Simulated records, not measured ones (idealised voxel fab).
The process module presented herein is designated voxel transistor to metal.
Cross-section cut spans 175 nm and uses square cells 5 nm in size.
The cross-sections in this document take the form of a grid made of square cells. They are written out as bands, in order from top to bottom. Each band consists of one or more rows of cells. Band entry format. Leading values: height of top, height of bottom, nm. Remainder: materials in left-to-right order, each with its width in nm. Special words: "throughout" on a single material, which then fills the band edge to edge; "blank", empty space. The level at which height equals 0 is the one under which the wafer, as it arrives, is entirely one material. No lower edge exists for the bottom band, which continues downward and is notated as in "0 -> down". You'd read "30->40" like this: the band's top row of cells is as wide as the first number, its bottom row is as wide as the second, and going down, every row changes width by the same amount as the row before did. Where the words "no alteration" appear for a step, the cross-section shows no cell changed by that step; every cell remained as before. The entry titled "Enclosed internal voids" provides the empty spaces that have no open way to the top, restricted to those of 8 cells or more. Each is presented as width x height at distance, the distance being measured from the left edge, with all three in nm. On each step's line, the part that comes after the settings is the simulator's own comment on the step. Regarding "overlay nm": on a step with a mask, it is the distance the mask lay to the right of its planned place; a negative value places it to the left. Reading key. Pairs: pre-step and post-step cross-section, one process step apart; post-step view only to lowest changed band. Step between + settings: beneath pair. Runs: pairs may be from different runs of this module, same starting wafer. Continuation from pair above: only where "Pre-step view" entry says.

Pre-step view:
- 30 -> 25 = blank (25) | polySi (125) | blank (25)
- 25 -> 0 = polySi throughout
- 0 -> -5 = polySi (25) | SiO2 (125) | polySi (25)
- -5 -> -10 = SiO2 throughout
- -10 -> -30 = Si (20) | SiO2 (135) | Si (20)
- -30 -> down = Si throughout
- Enclosed internal voids: none

State After Step:
- 45 -> 40 = blank (25) | SiCN (125) | blank (25)
- 40 -> 30 = SiCN throughout
- 30 -> 25 = SiCN (25) | polySi (125) | SiCN (25)
- Rest of section, below 25: as before.
- Enclosed internal voids: none
Going from one cross-section above to the next, the wafer undergoes DIRECTIONAL_DEP | material SiCN | thk nm 15

Pre-step view: it's just the after picture from the pair right above this one.

State After Step:
- 65 -> 45 = blank (70) | resist (35) | blank (70)
- Rest of section, below 45: as before.
- Enclosed internal voids: none
Going from one cross-section above to the next, the wafer undergoes PATTERN | tone cover | mask id GATE | material resist | width nm 35 | thk nm 20 | overlay nm 0

Pre-step view: it's just the after picture from the pair right above this one.

State After Step:
- 65 -> 45 = blank (70) | resist (35) | blank (70)
- 45 -> 30 = blank (70) | SiCN (35) | blank (70)
- 30 -> 25 = blank (25) | polySi (125) | blank (25)
- Rest of section, below 25: as before.
- Enclosed internal voids: none
Going from one cross-section above to the next, the wafer undergoes DIRECTIONAL_ETCH | etch materials SiCN | depth nm 25

Pre-step view: it's just the after picture from the pair right above this one.

State After Step:
- 65 -> 45 = blank (70) | resist (35) | blank (70)
- 45 -> 30 = blank (70) | SiCN (35) | blank (70)
- 30 -> 0 = blank (70) | polySi (35) | blank (70)
- 0 -> -5 = blank (25) | SiO2 (125) | blank (25)
- Rest of section, below -5: as before.
- Enclosed internal voids: none
Going from one cross-section above to the next, the wafer undergoes DIRECTIONAL_ETCH | etch materials polySi | depth nm 40

Pre-step view: it's just the after picture from the pair right above this one.

State After Step:
- 45 -> 30 = blank (70) | SiCN (35) | blank (70)
- Rest of section, below 30: as before.
- Enclosed internal voids: none
Going from one cross-section above to the next, the wafer undergoes STRIP | etch materials resist

Pre-step view: it's just the after picture from the pair right above this one.

State After Step:
- 50 -> 45 = blank (65) | SiO2 (45) | blank (65)
- 45 -> 30 = blank (65) | SiO2 (5) | SiCN (35) | SiO2 (5) | blank (65)
- 30 -> 5 = blank (65) | SiO2 (5) | polySi (35) | SiO2 (5) | blank (65)
- 5 -> 0 = blank (20) | SiO2 (50) | polySi (35) | SiO2 (50) | blank (20)
- 0 -> -10 = SiO2 throughout
- Rest of section, below -10: as before.
- Enclosed internal voids: none
Going from one cross-section above to the next, the wafer undergoes CONFORMAL_DEP | material SiO2 | thk nm 5

Pre-step view: it's just the after picture from the pair right above this one.

State After Step:
- 45 -> 30 = blank (65) | SiO2 (5) | SiCN (35) | SiO2 (5) | blank (65)
- 30 -> 0 = blank (65) | SiO2 (5) | polySi (35) | SiO2 (5) | blank (65)
- 0 -> -5 = blank (20) | SiO2 (135) | blank (20)
- Rest of section, below -5: as before.
- Enclosed internal voids: none
Going from one cross-section above to the next, the wafer undergoes DIRECTIONAL_ETCH | etch materials SiO2 | depth nm 5

Pre-step view: it's just the after picture from the pair right above this one.

State After Step:
- 55 -> 45 = blank (55) | SiN (65) | blank (55)
- 45 -> 30 = blank (55) | SiN (10) | SiO2 (5) | SiCN (35) | SiO2 (5) | SiN (10) | blank (55)
- 30 -> 10 = blank (55) | SiN (10) | SiO2 (5) | polySi (35) | SiO2 (5) | SiN (10) | blank (55)
- 10 -> 5 = blank (10) | SiN (55) | SiO2 (5) | polySi (35) | SiO2 (5) | SiN (55) | blank (10)
- 5 -> 0 = SiN (65) | SiO2 (5) | polySi (35) | SiO2 (5) | SiN (65)
- 0 -> -5 = SiN (20) | SiO2 (135) | SiN (20)
- Rest of section, below -5: as before.
- Enclosed internal voids: none
Going from one cross-section above to the next, the wafer undergoes CONFORMAL_DEP | material SiN | thk nm 10

Pre-step view: it's just the after picture from the pair right above this one.

State After Step:
- 45 -> 30 = blank (55) | SiN (10) | SiO2 (5) | SiCN (35) | SiO2 (5) | SiN (10) | blank (55)
- 30 -> 0 = blank (55) | SiN (10) | SiO2 (5) | polySi (35) | SiO2 (5) | SiN (10) | blank (55)
- 0 -> -5 = blank (10) | SiN (10) | SiO2 (135) | SiN (10) | blank (10)
- Rest of section, below -5: as before.
- Enclosed internal voids: none
Going from one cross-section above to the next, the wafer undergoes DIRECTIONAL_ETCH | etch materials SiN | depth nm 10

Pre-step view: it's just the after picture from the pair right above this one.

State After Step:
- 45 -> 40 = blank (55) | SiN (10) | blank (5) | SiCN (35) | blank (5) | SiN (10) | blank (55)
- 40 -> 30 = blank (55) | SiN (10) | SiO2 (5) | SiCN (35) | SiO2 (5) | SiN (10) | blank (55)
- 30 -> 0 = blank (55) | SiN (10) | SiO2 (5) | polySi (35) | SiO2 (5) | SiN (10) | blank (55)
- 0 -> -5 = blank (10) | SiN (10) | blank (35) | SiO2 (65) | blank (35) | SiN (10) | blank (10)
- -5 -> -10 = blank (10) | SiO2 (155) | blank (10)
- Rest of section, below -10: as before.
- Enclosed internal voids: none
Going from one cross-section above to the next, the wafer undergoes DIRECTIONAL_ETCH | etch materials SiO2 | depth nm 5

Pre-step view: it's just the after picture from the pair right above this one.

State After Step:
- 45 -> 40 = blank (55) | SiN (10) | blank (5) | SiCN (35) | blank (5) | SiN (10) | blank (55)
- 40 -> 30 = blank (55) | SiN (10) | SiO2 (5) | SiCN (35) | SiO2 (5) | SiN (10) | blank (55)
- 30 -> 0 = blank (55) | SiN (10) | SiO2 (5) | polySi (35) | SiO2 (5) | SiN (10) | blank (55)
- 0 -> -5 = blank (10) | SiN (10) | blank (35) | SiO2 (65) | blank (35) | SiN (10) | blank (10)
- -5 -> -10 = blank (10) | SiO2 (155) | blank (10)
- -10 -> -25 = blank (10) | Si (10) | SiO2 (135) | Si (10) | blank (10)
- Rest of section, below -25: as before.
- Enclosed internal voids: none
Going from one cross-section above to the next, the wafer undergoes DIRECTIONAL_ETCH | etch materials Si | depth nm 15

Pre-step view: it's just the after picture from the pair right above this one.

State After Step:
- 45 -> 40 = blank (55) | SiN (10) | blank (5) | SiCN (35) | blank (5) | SiN (10) | blank (55)
- 40 -> 30 = blank (55) | SiN (10) | SiO2 (5) | SiCN (35) | SiO2 (5) | SiN (10) | blank (55)
- 30 -> 5 = blank (55) | SiN (10) | SiO2 (5) | polySi (35) | SiO2 (5) | SiN (10) | blank (55)
- 5 -> 0 = nSi (15) | blank (40) | SiN (10) | SiO2 (5) | polySi (35) | SiO2 (5) | SiN (10) | blank (40) | nSi (15)
- 0 -> -5 = nSi (10) | SiN (10) | blank (35) | SiO2 (65) | blank (35) | SiN (10) | nSi (10)
- -5 -> -10 = nSi (10) | SiO2 (155) | nSi (10)
- -10 -> -25 = nSi (10) | Si (10) | SiO2 (135) | Si (10) | nSi (10)
- Rest of section, below -25: as before.
- Enclosed internal voids: none
Going from one cross-section above to the next, the wafer undergoes EPI | material nSi | thk nm 15

Pre-step view: it's just the after picture from the pair right above this one.

State After Step:
- 50 -> 45 = SiO2 throughout
- 45 -> 30 = SiO2 (55) | SiN (10) | SiO2 (5) | SiCN (35) | SiO2 (5) | SiN (10) | SiO2 (55)
- 30 -> 5 = SiO2 (55) | SiN (10) | SiO2 (5) | polySi (35) | SiO2 (5) | SiN (10) | SiO2 (55)
- 5 -> 0 = nSi (15) | SiO2 (40) | SiN (10) | SiO2 (5) | polySi (35) | SiO2 (5) | SiN (10) | SiO2 (40) | nSi (15)
- 0 -> -5 = nSi (10) | SiN (10) | SiO2 (135) | SiN (10) | nSi (10)
- Rest of section, below -5: as before.
- Enclosed internal voids: none
Going from one cross-section above to the next, the wafer undergoes FILL_DEP | material SiO2 | thk nm 5

Pre-step view: it's just the after picture from the pair right above this one.

State After Step:
- 25 -> 5 = SiO2 (55) | SiN (10) | SiO2 (5) | polySi (35) | SiO2 (5) | SiN (10) | SiO2 (55)
- Rest of section, below 5: as before.
- Enclosed internal voids: none
Going from one cross-section above to the next, the wafer undergoes CMP | height nm 25

Pre-step view: it's just the after picture from the pair right above this one.

State After Step:
- 25 -> 5 = SiO2 (55) | SiN (10) | SiO2 (5) | blank (35) | SiO2 (5) | SiN (10) | SiO2 (55)
- 5 -> 0 = nSi (15) | SiO2 (40) | SiN (10) | SiO2 (5) | blank (35) | SiO2 (5) | SiN (10) | SiO2 (40) | nSi (15)
- Rest of section, below 0: as before.
- Enclosed internal voids: none
Going from one cross-section above to the next, the wafer undergoes STRIP | etch materials polySi

Pre-step view: it's just the after picture from the pair right above this one.

State After Step:
- 25 -> 20 = blank (55) | SiN (10) | blank (45) | SiN (10) | blank (55)
- 20 -> 5 = SiO2 (55) | SiN (10) | blank (45) | SiN (10) | SiO2 (55)
- 5 -> 0 = nSi (15) | SiO2 (40) | SiN (10) | blank (45) | SiN (10) | SiO2 (40) | nSi (15)
- 0 -> -5 = nSi (10) | SiN (10) | SiO2 (45) | blank (45) | SiO2 (45) | SiN (10) | nSi (10)
- Rest of section, below -5: as before.
- Enclosed internal voids: none
Going from one cross-section above to the next, the wafer undergoes SELECTIVE_ETCH | etch materials SiO2 | depth nm 5

Pre-step view: it's just the after picture from the pair right above this one.

State After Step:
- 30 -> 25 = blank (50) | HfO2 (20) | blank (35) | HfO2 (20) | blank (50)
- 25 -> 20 = HfO2 (55) | SiN (10) | HfO2 (5) | blank (35) | HfO2 (5) | SiN (10) | HfO2 (55)
- 20 -> 5 = SiO2 (55) | SiN (10) | HfO2 (5) | blank (35) | HfO2 (5) | SiN (10) | SiO2 (55)
- 5 -> 0 = nSi (15) | SiO2 (40) | SiN (10) | HfO2 (5) | blank (35) | HfO2 (5) | SiN (10) | SiO2 (40) | nSi (15)
- 0 -> -5 = nSi (10) | SiN (10) | SiO2 (45) | HfO2 (45) | SiO2 (45) | SiN (10) | nSi (10)
- Rest of section, below -5: as before.
- Enclosed internal voids: none
Going from one cross-section above to the next, the wafer undergoes CONFORMAL_DEP | material HfO2 | thk nm 5

Pre-step view: it's just the after picture from the pair right above this one.

State After Step:
- 35 -> 30 = blank (45) | TiN (30) | blank (25) | TiN (30) | blank (45)
- 30 -> 25 = TiN (50) | HfO2 (20) | TiN (5) | blank (25) | TiN (5) | HfO2 (20) | TiN (50)
- 25 -> 20 = HfO2 (55) | SiN (10) | HfO2 (5) | TiN (5) | blank (25) | TiN (5) | HfO2 (5) | SiN (10) | HfO2 (55)
- 20 -> 5 = SiO2 (55) | SiN (10) | HfO2 (5) | TiN (5) | blank (25) | TiN (5) | HfO2 (5) | SiN (10) | SiO2 (55)
- 5 -> 0 = nSi (15) | SiO2 (40) | SiN (10) | HfO2 (5) | TiN (35) | HfO2 (5) | SiN (10) | SiO2 (40) | nSi (15)
- Rest of section, below 0: as before.
- Enclosed internal voids: none
Going from one cross-section above to the next, the wafer undergoes CONFORMAL_DEP | material TiN | thk nm 5

Pre-step view: it's just the after picture from the pair right above this one.

State After Step:
- 40 -> 35 = W throughout
- 35 -> 30 = W (45) | TiN (30) | W (25) | TiN (30) | W (45)
- 30 -> 25 = TiN (50) | HfO2 (20) | TiN (5) | W (25) | TiN (5) | HfO2 (20) | TiN (50)
- 25 -> 20 = HfO2 (55) | SiN (10) | HfO2 (5) | TiN (5) | W (25) | TiN (5) | HfO2 (5) | SiN (10) | HfO2 (55)
- 20 -> 5 = SiO2 (55) | SiN (10) | HfO2 (5) | TiN (5) | W (25) | TiN (5) | HfO2 (5) | SiN (10) | SiO2 (55)
- Rest of section, below 5: as before.
- Enclosed internal voids: none
Going from one cross-section above to the next, the wafer undergoes FILL_DEP | material W | thk nm 5

Pre-step view: it's just the after picture from the pair right above this one.

State After Step:
- 20 -> 5 = SiO2 (55) | SiN (10) | HfO2 (5) | TiN (5) | W (25) | TiN (5) | HfO2 (5) | SiN (10) | SiO2 (55)
- Rest of section, below 5: as before.
- Enclosed internal voids: none
Going from one cross-section above to the next, the wafer undergoes CMP | height nm 20

Pre-step view: it's just the after picture from the pair right above this one.

State After Step:
- 30 -> 20 = SiO2 throughout
- Rest of section, below 20: as before.
- Enclosed internal voids: none
Going from one cross-section above to the next, the wafer undergoes DIRECTIONAL_DEP | material SiO2 | thk nm 10

Pre-step view: it's just the after picture from the pair right above this one.

State After Step:
- 30 -> 20 = SiO2 (30) | blank (20) | SiO2 (75) | blank (20) | SiO2 (30)
- 20 -> 5 = SiO2 (30) | blank (20) | SiO2 (5) | SiN (10) | HfO2 (5) | TiN (5) | W (25) | TiN (5) | HfO2 (5) | SiN (10) | SiO2 (5) | blank (20) | SiO2 (30)
- Rest of section, below 5: as before.
- Enclosed internal voids: none
Going from one cross-section above to the next, the wafer undergoes MASKED_ETCH | tone open | mask id CONTACT | width nm 20 | pitch nm 95 | etch materials SiO2 | depth nm 25 | overlay nm 0

Pre-step view: it's just the after picture from the pair right above this one.

State After Step:
- 35 -> 30 = TiN (35) | blank (10) | TiN (85) | blank (10) | TiN (35)
- 30 -> 20 = SiO2 (30) | TiN (5) | blank (10) | TiN (5) | SiO2 (75) | TiN (5) | blank (10) | TiN (5) | SiO2 (30)
- 20 -> 10 = SiO2 (30) | TiN (5) | blank (10) | TiN (5) | SiO2 (5) | SiN (10) | HfO2 (5) | TiN (5) | W (25) | TiN (5) | HfO2 (5) | SiN (10) | SiO2 (5) | TiN (5) | blank (10) | TiN (5) | SiO2 (30)
- 10 -> 5 = SiO2 (30) | TiN (20) | SiO2 (5) | SiN (10) | HfO2 (5) | TiN (5) | W (25) | TiN (5) | HfO2 (5) | SiN (10) | SiO2 (5) | TiN (20) | SiO2 (30)
- Rest of section, below 5: as before.
- Enclosed internal voids: none
Going from one cross-section above to the next, the wafer undergoes CONFORMAL_DEP | material TiN | thk nm 5

Pre-step view: it's just the after picture from the pair right above this one.

State After Step:
- 45 -> 35 = W throughout
- 35 -> 30 = TiN (35) | W (10) | TiN (85) | W (10) | TiN (35)
- 30 -> 20 = SiO2 (30) | TiN (5) | W (10) | TiN (5) | SiO2 (75) | TiN (5) | W (10) | TiN (5) | SiO2 (30)
- 20 -> 10 = SiO2 (30) | TiN (5) | W (10) | TiN (5) | SiO2 (5) | SiN (10) | HfO2 (5) | TiN (5) | W (25) | TiN (5) | HfO2 (5) | SiN (10) | SiO2 (5) | TiN (5) | W (10) | TiN (5) | SiO2 (30)
- Rest of section, below 10: as before.
- Enclosed internal voids: none
Going from one cross-section above to the next, the wafer undergoes FILL_DEP | material W | thk nm 10

Pre-step view: it's just the after picture from the pair right above this one.

State After Step:
- 30 -> 20 = SiO2 (30) | TiN (5) | W (10) | TiN (5) | SiO2 (75) | TiN (5) | W (10) | TiN (5) | SiO2 (30)
- Rest of section, below 20: as before.
- Enclosed internal voids: none
Going from one cross-section above to the next, the wafer undergoes CMP | height nm 30

Pre-step view: it's just the after picture from the pair right above this one.

State After Step:
- 35 -> 30 = TiN throughout
- Rest of section, below 30: as before.
- Enclosed internal voids: none
Going from one cross-section above to the next, the wafer undergoes DIRECTIONAL_DEP | material TiN | thk nm 5

Pre-step view: it's just the after picture from the pair right above this one.

State After Step:
- 50 -> 35 = W throughout
- Rest of section, below 35: as before.
- Enclosed internal voids: none
Going from one cross-section above to the next, the wafer undergoes DIRECTIONAL_DEP | material W | thk nm 15

Pre-step view: it's just the after picture from the pair right above this one.

State After Step:
- 60 -> 50 = aC throughout
- Rest of section, below 50: as before.
- Enclosed internal voids: none
Going from one cross-section above to the next, the wafer undergoes DIRECTIONAL_DEP | material aC | thk nm 10

Pre-step view: it's just the after picture from the pair right above this one.

State After Step:
- 90 -> 60 = blank (30) | resist (20) | blank (75) | resist (20) | blank (30)
- Rest of section, below 60: as before.
- Enclosed internal voids: none
Going from one cross-section above to the next, the wafer undergoes PATTERN | tone cover | mask id METAL_1 | material resist | width nm 20 | pitch nm 95 | thk nm 30 | overlay nm 0

Pre-step view: it's just the after picture from the pair right above this one.

State After Step:
- 80 -> 60 = blank (30) | resist (20) | blank (75) | resist (20) | blank (30)
- 60 -> 50 = blank (30) | aC (20) | blank (75) | aC (20) | blank (30)
- Rest of section, below 50: as before.
- Enclosed internal voids: none
Going from one cross-section above to the next, the wafer undergoes DIRECTIONAL_ETCH | etch materials aC | depth nm 10

Pre-step view: it's just the after picture from the pair right above this one.

State After Step:
- 60 -> 50 = blank (30) | aC (20) | blank (75) | aC (20) | blank (30)
- Rest of section, below 50: as before.
- Enclosed internal voids: none
Going from one cross-section above to the next, the wafer undergoes STRIP | etch materials resist

Pre-step view: it's just the after picture from the pair right above this one.

State After Step:
- 60 -> 50 = blank (30) | aC (20) | blank (75) | aC (20) | blank (30)
- 50 -> 35 = blank (30) | W (20) | blank (75) | W (20) | blank (30)
- Rest of section, below 35: as before.
- Enclosed internal voids: none
Going from one cross-section above to the next, the wafer undergoes DIRECTIONAL_ETCH | etch materials W | depth nm 15

Pre-step view: it's just the after picture from the pair right above this one.

State After Step:
- 60 -> 50 = blank (30) | aC (20) | blank (75) | aC (20) | blank (30)
- 50 -> 35 = blank (30) | W (20) | blank (75) | W (20) | blank (30)
- 35 -> 30 = blank (30) | TiN (20) | blank (75) | TiN (20) | blank (30)
- Rest of section, below 30: as before.
- Enclosed internal voids: none
Going from one cross-section above to the next, the wafer undergoes DIRECTIONAL_ETCH | etch materials TiN | depth nm 5

Pre-step view: it's just the after picture from the pair right above this one.

State After Step:
- 50 -> 35 = blank (30) | W (20) | blank (75) | W (20) | blank (30)
- Rest of section, below 35: as before.
- Enclosed internal voids: none
Going from one cross-section above to the next, the wafer undergoes STRIP | etch materials aC

Pre-step view: it's just the after picture from the pair right above this one.

State After Step:
- 55 -> 50 = blank (25) | SiCN (30) | blank (65) | SiCN (30) | blank (25)
- 50 -> 35 = blank (25) | SiCN (5) | W (20) | SiCN (5) | blank (65) | SiCN (5) | W (20) | SiCN (5) | blank (25)
- 35 -> 30 = SiCN (30) | TiN (20) | SiCN (75) | TiN (20) | SiCN (30)
- Rest of section, below 30: as before.
- Enclosed internal voids: none
Going from one cross-section above to the next, the wafer undergoes CONFORMAL_DEP | material SiCN | thk nm 5

Pre-step view: it's just the after picture from the pair right above this one.

State After Step:
- 65 -> 55 = lowk throughout
- 55 -> 50 = lowk (25) | SiCN (30) | lowk (65) | SiCN (30) | lowk (25)
- 50 -> 35 = lowk (25) | SiCN (5) | W (20) | SiCN (5) | lowk (65) | SiCN (5) | W (20) | SiCN (5) | lowk (25)
- Rest of section, below 35: as before.
- Enclosed internal voids: none
Going from one cross-section above to the next, the wafer undergoes FILL_DEP | material lowk | thk nm 10

Pre-step view: it's just the after picture from the pair right above this one.

State After Step:
- 50 -> 35 = lowk (25) | SiCN (5) | W (20) | SiCN (5) | lowk (65) | SiCN (5) | W (20) | SiCN (5) | lowk (25)
- Rest of section, below 35: as before.
- Enclosed internal voids: none
Going from one cross-section above to the next, the wafer undergoes CMP | height nm 50

Pre-step view: it's just the after picture from the pair right above this one.

State After Step:
- 55 -> 50 = SiCN throughout
- Rest of section, below 50: as before.
- Enclosed internal voids: none
Going from one cross-section above to the next, the wafer undergoes CONFORMAL_DEP | material SiCN | thk nm 5
